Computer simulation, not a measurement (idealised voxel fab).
process module | voxel self aligned vias
It is cross-section cut that appears here, measuring 235 nm in width, its square cells being 5 nm in size.
When this document writes out a cross-section, it uses a grid of square cells and lists it as bands, beginning at the top and moving down, with a band standing for one or more rows of cells. Band: top height; bottom height; in nm. Then, left to right: material with width in nm, for each material. "full width": a single material spanning edge to edge. "blank": empty space. Heights are expressed relative to 0, this being the level below which the as-received wafer comprises one material exclusively. The lowest band is unbounded in the downward direction and is denoted as in "0 down". Top row gets the first number, bottom row gets the second, and each row in between changes by the same step: that is how a band width like "30->40" works. Basically "left unchanged" means that step didn't change any cell in the cross-section. Voids not open to the top, 8 cells minimum: see "Non-vented voids". Written width x height at distance; distance is from the left edge; nm. Anything after a step's settings on that line? It's the simulator's own note about the step. overlay nm: where the mask lay relative to plan, measured to the right, on steps with a mask; negatives go left.

# This section lists the process steps that were planned
1) op RECEIVE | material Si
2) op CONFORMAL_DEP | material SiO2 | thk nm 10
3) op CONFORMAL_DEP | material SiCN | thk nm 5
4) op DIRECTIONAL_DEP | material lowk | thk nm 25
5) op DIRECTIONAL_DEP | material aC | thk nm 15
6) op PATTERN | tone open | mask id LINES | material resist | width nm 20 | pitch nm 50 | thk nm 35 | overlay nm 0
7) op DIRECTIONAL_ETCH | etch materials aC | depth nm 15
8) op STRIP | etch materials resist
9) op DIRECTIONAL_ETCH | etch materials lowk | depth nm 25
10) op STRIP | etch materials aC
11) op CONFORMAL_DEP | material TiN | thk nm 5
12) op FILL_DEP | material Ru | thk nm 5
13) op CMP | height nm 40
14) op SELECTIVE_ETCH | etch materials W Ru TiN | depth nm 5
15) op FILL_DEP | material SiN | thk nm 5
16) op CMP | height nm 40
17) op DIRECTIONAL_DEP | material lowk | thk nm 20
18) op DIRECTIONAL_DEP | material aC | thk nm 15
19) op PATTERN | tone open | mask id VIAS | material resist | width nm 30 | thk nm 30 | overlay nm 0
20) op DIRECTIONAL_ETCH | etch materials aC | depth nm 15
21) op STRIP | etch materials resist
22) op DIRECTIONAL_ETCH | etch materials lowk | depth nm 20
23) op DIRECTIONAL_ETCH | etch materials SiN | depth nm 5
24) op STRIP | etch materials aC
25) op CONFORMAL_DEP | material TiN | thk nm 5
26) op FILL_DEP | material Ru | thk nm 5
27) op CMP | height nm 60
28) op CONFORMAL_DEP | material SiCN | thk nm 5

# Below: the first of two wafers, run as planned

# This is the cross-section of the wafer as we received it, i.e. after step 1
* 0 down | Si full width
* Non-vented voids: none

# The wafer, seen in cross-section, after step 2
* 10 to 0 | SiO2 full width
* Below 0 it's all the same as before, nothing changed down there.

# The wafer, seen in cross-section, after step 3
* 15 to 10 | SiCN full width
* Below 10 it's all the same as before, nothing changed down there.

# The wafer, seen in cross-section, after step 4
* 40 to 15 | lowk full width
* Below 15 it's all the same as before, nothing changed down there.

# The wafer, seen in cross-section, after step 5
* 55 to 40 | aC full width
* Below 40 it's all the same as before, nothing changed down there.

# The wafer, seen in cross-section, after step 6
* 90 to 55 | resist: 80 / blank: 20 / resist: 30 / blank: 20 / resist: 85
* Below 55 it's all the same as before, nothing changed down there.

# The wafer, seen in cross-section, after step 7
* 75 to 55 | resist: 80 / blank: 20 / resist: 30 / blank: 20 / resist: 85
* 55 to 40 | aC: 80 / blank: 20 / aC: 30 / blank: 20 / aC: 85
* Below 40 it's all the same as before, nothing changed down there.

# The wafer, seen in cross-section, after step 8
* 55 to 40 | aC: 80 / blank: 20 / aC: 30 / blank: 20 / aC: 85
* Below 40 it's all the same as before, nothing changed down there.

# The wafer, seen in cross-section, after step 9
* 55 to 40 | aC: 80 / blank: 20 / aC: 30 / blank: 20 / aC: 85
* 40 to 15 | lowk: 80 / blank: 20 / lowk: 30 / blank: 20 / lowk: 85
* Below 15 it's all the same as before, nothing changed down there.

# The wafer, seen in cross-section, after step 10
* 40 to 15 | lowk: 80 / blank: 20 / lowk: 30 / blank: 20 / lowk: 85
* Below 15 it's all the same as before, nothing changed down there.

# The wafer, seen in cross-section, after step 11
* 45 to 40 | TiN: 85 / blank: 10 / TiN: 40 / blank: 10 / TiN: 90
* 40 to 20 | lowk: 80 / TiN: 5 / blank: 10 / TiN: 5 / lowk: 30 / TiN: 5 / blank: 10 / TiN: 5 / lowk: 85
* 20 to 15 | lowk: 80 / TiN: 20 / lowk: 30 / TiN: 20 / lowk: 85
* Below 15 it's all the same as before, nothing changed down there.

# The wafer, seen in cross-section, after step 12
* 50 to 45 | Ru full width
* 45 to 40 | TiN: 85 / Ru: 10 / TiN: 40 / Ru: 10 / TiN: 90
* 40 to 20 | lowk: 80 / TiN: 5 / Ru: 10 / TiN: 5 / lowk: 30 / TiN: 5 / Ru: 10 / TiN: 5 / lowk: 85
* Below 20 it's all the same as before, nothing changed down there.

# The wafer, seen in cross-section, after step 13
* 40 to 20 | lowk: 80 / TiN: 5 / Ru: 10 / TiN: 5 / lowk: 30 / TiN: 5 / Ru: 10 / TiN: 5 / lowk: 85
* Below 20 it's all the same as before, nothing changed down there.

# The wafer, seen in cross-section, after step 14
* 40 to 35 | lowk: 80 / blank: 20 / lowk: 30 / blank: 20 / lowk: 85
* Below 35 it's all the same as before, nothing changed down there.

# The wafer, seen in cross-section, after step 15
* 45 to 40 | SiN full width
* 40 to 35 | lowk: 80 / SiN: 20 / lowk: 30 / SiN: 20 / lowk: 85
* Below 35 it's all the same as before, nothing changed down there.

# The wafer, seen in cross-section, after step 16
* 40 to 35 | lowk: 80 / SiN: 20 / lowk: 30 / SiN: 20 / lowk: 85
* Below 35 it's all the same as before, nothing changed down there.

# The wafer, seen in cross-section, after step 17
* 60 to 40 | lowk full width
* Below 40 it's all the same as before, nothing changed down there.

# The wafer, seen in cross-section, after step 18
* 75 to 60 | aC full width
* Below 60 it's all the same as before, nothing changed down there.

# The wafer, seen in cross-section, after step 19
* 105 to 75 | resist: 75 / blank: 30 / resist: 130
* Below 75 it's all the same as before, nothing changed down there.

# The wafer, seen in cross-section, after step 20
* 90 to 75 | resist: 75 / blank: 30 / resist: 130
* 75 to 60 | aC: 75 / blank: 30 / aC: 130
* Below 60 it's all the same as before, nothing changed down there.

# The wafer, seen in cross-section, after step 21
* 75 to 60 | aC: 75 / blank: 30 / aC: 130
* Below 60 it's all the same as before, nothing changed down there.

# The wafer, seen in cross-section, after step 22
* 75 to 60 | aC: 75 / blank: 30 / aC: 130
* 60 to 40 | lowk: 75 / blank: 30 / lowk: 130
* Below 40 it's all the same as before, nothing changed down there.

# The wafer, seen in cross-section, after step 23
* 75 to 60 | aC: 75 / blank: 30 / aC: 130
* 60 to 40 | lowk: 75 / blank: 30 / lowk: 130
* 40 to 35 | lowk: 80 / blank: 20 / lowk: 30 / SiN: 20 / lowk: 85
* Below 35 it's all the same as before, nothing changed down there.

# The wafer, seen in cross-section, after step 24
* 60 to 40 | lowk: 75 / blank: 30 / lowk: 130
* Below 40 it's all the same as before, nothing changed down there.

# The wafer, seen in cross-section, after step 25
* 65 to 60 | TiN: 80 / blank: 20 / TiN: 135
* 60 to 45 | lowk: 75 / TiN: 5 / blank: 20 / TiN: 5 / lowk: 130
* 45 to 40 | lowk: 75 / TiN: 10 / blank: 10 / TiN: 10 / lowk: 130
* 40 to 35 | lowk: 80 / TiN: 20 / lowk: 30 / SiN: 20 / lowk: 85
* Below 35 it's all the same as before, nothing changed down there.

# The wafer, seen in cross-section, after step 26
* 70 to 65 | Ru full width
* 65 to 60 | TiN: 80 / Ru: 20 / TiN: 135
* 60 to 45 | lowk: 75 / TiN: 5 / Ru: 20 / TiN: 5 / lowk: 130
* 45 to 40 | lowk: 75 / TiN: 10 / Ru: 10 / TiN: 10 / lowk: 130
* Below 40 it's all the same as before, nothing changed down there.

# The wafer, seen in cross-section, after step 27
* 60 to 45 | lowk: 75 / TiN: 5 / Ru: 20 / TiN: 5 / lowk: 130
* Below 45 it's all the same as before, nothing changed down there.

# The wafer, seen in cross-section, after step 28
* 65 to 60 | SiCN full width
* Below 60 it's all the same as before, nothing changed down there.

# Second wafer, same starting state and plan as the first, one mistake in the run, identical through step 2

What the second wafer looks like in cross-section when step 3 should have wrapped up: left unchanged

# What the second wafer looks like in cross-section when step 4 should have wrapped up
* 35 to 10 | lowk full width
* Below 10 it's all the same as before, nothing changed down there.

# What the second wafer looks like in cross-section when step 5 should have wrapped up
* 50 to 35 | aC full width
* Below 35 it's all the same as before, nothing changed down there.

# What the second wafer looks like in cross-section when step 6 should have wrapped up
* 85 to 50 | resist: 80 / blank: 20 / resist: 30 / blank: 20 / resist: 85
* Below 50 it's all the same as before, nothing changed down there.

# What the second wafer looks like in cross-section when step 7 should have wrapped up
* 70 to 50 | resist: 80 / blank: 20 / resist: 30 / blank: 20 / resist: 85
* 50 to 35 | aC: 80 / blank: 20 / aC: 30 / blank: 20 / aC: 85
* Below 35 it's all the same as before, nothing changed down there.

# What the second wafer looks like in cross-section when step 8 should have wrapped up
* 50 to 35 | aC: 80 / blank: 20 / aC: 30 / blank: 20 / aC: 85
* Below 35 it's all the same as before, nothing changed down there.

# What the second wafer looks like in cross-section when step 9 should have wrapped up
* 50 to 35 | aC: 80 / blank: 20 / aC: 30 / blank: 20 / aC: 85
* 35 to 10 | lowk: 80 / blank: 20 / lowk: 30 / blank: 20 / lowk: 85
* Below 10 it's all the same as before, nothing changed down there.

# What the second wafer looks like in cross-section when step 10 should have wrapped up
* 35 to 10 | lowk: 80 / blank: 20 / lowk: 30 / blank: 20 / lowk: 85
* Below 10 it's all the same as before, nothing changed down there.

# What the second wafer looks like in cross-section when step 11 should have wrapped up
* 40 to 35 | TiN: 85 / blank: 10 / TiN: 40 / blank: 10 / TiN: 90
* 35 to 15 | lowk: 80 / TiN: 5 / blank: 10 / TiN: 5 / lowk: 30 / TiN: 5 / blank: 10 / TiN: 5 / lowk: 85
* 15 to 10 | lowk: 80 / TiN: 20 / lowk: 30 / TiN: 20 / lowk: 85
* Below 10 it's all the same as before, nothing changed down there.

# What the second wafer looks like in cross-section when step 12 should have wrapped up
* 45 to 40 | Ru full width
* 40 to 35 | TiN: 85 / Ru: 10 / TiN: 40 / Ru: 10 / TiN: 90
* 35 to 15 | lowk: 80 / TiN: 5 / Ru: 10 / TiN: 5 / lowk: 30 / TiN: 5 / Ru: 10 / TiN: 5 / lowk: 85
* Below 15 it's all the same as before, nothing changed down there.

# What the second wafer looks like in cross-section when step 13 should have wrapped up
* 40 to 35 | TiN: 85 / Ru: 10 / TiN: 40 / Ru: 10 / TiN: 90
* Below 35 it's all the same as before, nothing changed down there.

# What the second wafer looks like in cross-section when step 14 should have wrapped up
* 35 to 15 | lowk: 80 / TiN: 5 / Ru: 10 / TiN: 5 / lowk: 30 / TiN: 5 / Ru: 10 / TiN: 5 / lowk: 85
* Below 15 it's all the same as before, nothing changed down there.

# What the second wafer looks like in cross-section when step 15 should have wrapped up
* 40 to 35 | SiN full width
* Below 35 it's all the same as before, nothing changed down there.

What the second wafer looks like in cross-section when step 16 should have wrapped up: left unchanged

# What the second wafer looks like in cross-section when step 17 should have wrapped up
* 60 to 40 | lowk full width
* Below 40 it's all the same as before, nothing changed down there.

# What the second wafer looks like in cross-section when step 18 should have wrapped up
* 75 to 60 | aC full width
* Below 60 it's all the same as before, nothing changed down there.

# What the second wafer looks like in cross-section when step 19 should have wrapped up
* 105 to 75 | resist: 75 / blank: 30 / resist: 130
* Below 75 it's all the same as before, nothing changed down there.

# What the second wafer looks like in cross-section when step 20 should have wrapped up
* 90 to 75 | resist: 75 / blank: 30 / resist: 130
* 75 to 60 | aC: 75 / blank: 30 / aC: 130
* Below 60 it's all the same as before, nothing changed down there.

# What the second wafer looks like in cross-section when step 21 should have wrapped up
* 75 to 60 | aC: 75 / blank: 30 / aC: 130
* Below 60 it's all the same as before, nothing changed down there.

# What the second wafer looks like in cross-section when step 22 should have wrapped up
* 75 to 60 | aC: 75 / blank: 30 / aC: 130
* 60 to 40 | lowk: 75 / blank: 30 / lowk: 130
* Below 40 it's all the same as before, nothing changed down there.

# What the second wafer looks like in cross-section when step 23 should have wrapped up
* 75 to 60 | aC: 75 / blank: 30 / aC: 130
* 60 to 40 | lowk: 75 / blank: 30 / lowk: 130
* 40 to 35 | SiN: 75 / blank: 30 / SiN: 130
* Below 35 it's all the same as before, nothing changed down there.

# What the second wafer looks like in cross-section when step 24 should have wrapped up
* 60 to 40 | lowk: 75 / blank: 30 / lowk: 130
* Below 40 it's all the same as before, nothing changed down there.

# What the second wafer looks like in cross-section when step 25 should have wrapped up
* 65 to 60 | TiN: 80 / blank: 20 / TiN: 135
* 60 to 40 | lowk: 75 / TiN: 5 / blank: 20 / TiN: 5 / lowk: 130
* 40 to 35 | SiN: 75 / TiN: 30 / SiN: 130
* Below 35 it's all the same as before, nothing changed down there.

# What the second wafer looks like in cross-section when step 26 should have wrapped up
* 70 to 65 | Ru full width
* 65 to 60 | TiN: 80 / Ru: 20 / TiN: 135
* 60 to 40 | lowk: 75 / TiN: 5 / Ru: 20 / TiN: 5 / lowk: 130
* Below 40 it's all the same as before, nothing changed down there.

# What the second wafer looks like in cross-section when step 27 should have wrapped up
* 60 to 40 | lowk: 75 / TiN: 5 / Ru: 20 / TiN: 5 / lowk: 130
* Below 40 it's all the same as before, nothing changed down there.

# What the second wafer looks like in cross-section when step 28 should have wrapped up
* 65 to 60 | SiCN full width
* Below 60 it's all the same as before, nothing changed down there.
Here's what went sideways: the plan's step 3 was left out and never carried out
FYI, end of process, the second wafer has more or fewer cells of some materials than the first: Ru: 6 more, SiCN: 47 fewer, SiN: 37 more, TiN: 4 more
